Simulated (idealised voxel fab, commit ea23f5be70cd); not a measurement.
Process module name: voxel double patterning
For reference, the cross-section in this document is cut, with width 140 nm and square cells of 5 nm.
Each cross-section below is a grid of square cells, stated as bands in top-down order, with one or more rows of cells making up each band. Quick guide to a band line: top height, bottom height (nm) up front; then every material left to right with its width in nm. Only one material and it's marked "throughout"? Then it fills the band edge to edge. And "empty" just means empty space. All heights in this document are referenced to 0, defined as the level beneath which the wafer, as received, consists entirely of one material. The lowest band is not bounded below; it extends indefinitely downward and is written in the form "0 down". Read "30 to 40" as a graded width: first number on top, second number at the bottom, same change between each pair of neighbouring rows. The cross-section has no changed cell in any step marked "no change". "Enclosed cavities": empty spaces of 8 cells or more with no open way to the top, each given as width x height at distance, distance from the left edge, all in nm. Past the settings on a step's line: simulator remark, on that step. overlay nm, on a step with a mask: how far to the right of its planned place the mask lay; to the left if negative.

[Steps in the process plan]
1: RECEIVE, material Si
2: CONFORMAL_DEP, material SiO2, thk nm 5
3: DIRECTIONAL_DEP, material W, thk nm 15
4: DIRECTIONAL_DEP, material SiN, thk nm 5
5: MASKED_ETCH, tone open, mask id FIRST, width nm 15, pitch nm 50, etch materials SiN, depth nm 5, overlay nm 0
6: MASKED_ETCH, tone open, mask id SECOND, width nm 15, etch materials SiN, depth nm 5, overlay nm 0
7: DIRECTIONAL_ETCH, etch materials W, depth nm 15
8: STRIP, etch materials SiN

[First wafer of two (run as planned)]

[as received, after step 1]
- 0 down: Si throughout
- Enclosed cavities: none

[Cross-sectional representation of the wafer at the conclusion of step 2]
- 5 to 0: SiO2 throughout
- For the remainder of the cross-section, below 0, there is no change.

[Cross-sectional representation of the wafer at the conclusion of step 3]
- 20 to 5: W throughout
- For the remainder of the cross-section, below 5, there is no change.

[Cross-sectional representation of the wafer at the conclusion of step 4]
- 25 to 20: SiN throughout
- For the remainder of the cross-section, below 20, there is no change.

[Cross-sectional representation of the wafer at the conclusion of step 5]
- 25 to 20: 35 nm SiN; 15 nm empty; 35 nm SiN; 15 nm empty; 40 nm SiN
- For the remainder of the cross-section, below 20, there is no change.

[Cross-sectional representation of the wafer at the conclusion of step 6]
- 25 to 20: 35 nm SiN; 15 nm empty; 10 nm SiN; 15 nm empty; 10 nm SiN; 15 nm empty; 40 nm SiN
- For the remainder of the cross-section, below 20, there is no change.

[Cross-sectional representation of the wafer at the conclusion of step 7]
- 25 to 20: 35 nm SiN; 15 nm empty; 10 nm SiN; 15 nm empty; 10 nm SiN; 15 nm empty; 40 nm SiN
- 20 to 5: 35 nm W; 15 nm empty; 10 nm W; 15 nm empty; 10 nm W; 15 nm empty; 40 nm W
- For the remainder of the cross-section, below 5, there is no change.

[Cross-sectional representation of the wafer at the conclusion of step 8]
- 20 to 5: 35 nm W; 15 nm empty; 10 nm W; 15 nm empty; 10 nm W; 15 nm empty; 40 nm W
- For the remainder of the cross-section, below 5, there is no change.

[Wafer two of two - same starting point, same process plan, one mistake in execution; matches wafer one up to and including step 1]

[Cross-section of the second wafer at the time step 2 of the plan should have ended]
- 15 to 0: W throughout
- For the remainder of the cross-section, below 0, there is no change.

[Cross-section of the second wafer at the time step 3 of the plan should have ended]
- 20 to 15: SiO2 throughout
- For the remainder of the cross-section, below 15, there is no change.

[Cross-section of the second wafer at the time step 4 of the plan should have ended]
- 25 to 20: SiN throughout
- For the remainder of the cross-section, below 20, there is no change.

[Cross-section of the second wafer at the time step 5 of the plan should have ended]
- 25 to 20: 35 nm SiN; 15 nm empty; 35 nm SiN; 15 nm empty; 40 nm SiN
- For the remainder of the cross-section, below 20, there is no change.

[Cross-section of the second wafer at the time step 6 of the plan should have ended]
- 25 to 20: 35 nm SiN; 15 nm empty; 10 nm SiN; 15 nm empty; 10 nm SiN; 15 nm empty; 40 nm SiN
- For the remainder of the cross-section, below 20, there is no change.

Cross-section of the second wafer at the time step 7 of the plan should have ended: no change

[Cross-section of the second wafer at the time step 8 of the plan should have ended]
- 20 to 15: SiO2 throughout
- For the remainder of the cross-section, below 15, there is no change.
Short version of what went wrong: contrary to the plan, steps 2 and 3 were processed in exchanged order
Bottom line after processing is that, in cells, the second wafer is up or down on some materials versus the first: +27 W
